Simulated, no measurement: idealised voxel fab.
The document below concerns the process module designated voxel released beams.
Displayed cross-section: cut, width of 280 nm, square cells sized 5 nm.
Notation: cross-section as square-cell grid; stated in bands, top first, going down; one or more cell rows per band. Read a band's entry like this: the first values are the height of its top and the height of its bottom in nm, and what follows is the sequence of materials from left to right, each with its width in nm. Note that "air" is empty space, and that a single material marked "edge to edge" reaches across the band from edge to edge. Below 0: as-received wafer, all one material; heights counted from there. Lowest band: no bottom, goes on down, written "from 0 down". Width: "30->40" (first number = top row, second number = bottom row, same change from row to row of cells). Given "no alteration" for a step, no cell of the cross-section differs between before and after that step. The list in "Closed cavity list" covers empty spaces of 8 cells or more that cannot reach the top through any open way, and it gives each as width x height at distance; the distance is from the left edge, and width, height and distance are in nm. On each step's line, the part that comes after the settings is the simulator's own comment on the step. A step line may carry the setting "overlay nm", which, for steps involving a mask, states the distance by which the mask lay to the right of its intended position; negative values denote displacement to the left.
## Process steps (planned)
1. RECEIVE,material Si
2. CONFORMAL_DEP,material Al2O3,thk nm 10
3. DIRECTIONAL_DEP,material SiO2,thk nm 15
4. DIRECTIONAL_DEP,material aC,thk nm 15
5. PATTERN,tone open,mask id ANCHOR,material resist,width nm 40,thk nm 30,overlay nm 0
6. DIRECTIONAL_ETCH,etch materials aC,depth nm 15
7. STRIP,etch materials resist
8. DIRECTIONAL_ETCH,etch materials SiO2,depth nm 15
9. STRIP,etch materials aC
10. CONFORMAL_DEP,material SiN,thk nm 15
11. DIRECTIONAL_DEP,material aC,thk nm 15
12. PATTERN,tone cover,mask id BEAM,material resist,width nm 110,thk nm 35,overlay nm 0
13. DIRECTIONAL_ETCH,etch materials aC,depth nm 15
14. STRIP,etch materials resist
15. DIRECTIONAL_ETCH,etch materials SiN,depth nm 15
16. STRIP,etch materials aC
17. STRIP,etch materials SiO2
## Cross-section, incoming material, after step 1
  from 0 down | Si edge to edge
  Closed cavity list: none
## The module was run from the start shown above using the plan shown above, but one mistake was made doing it; the resulting wafer cross-section is below
  from 40 to 25 | 90 nm air, then 10 nm SiN, then 10 nm air, then 90 nm SiN, then 80 nm air
  from 25 to 10 | 85 nm air, then 40 nm SiN, then 155 nm air
  from 10 to 0 | Al2O3 edge to edge
  from 0 down | Si edge to edge
  Closed cavity list: none
Run error: step 12 ran differently from the plan; actual operation with settings: PATTERN,tone cover,mask id BEAM,material resist,width nm 110,thk nm 35,overlay nm 10
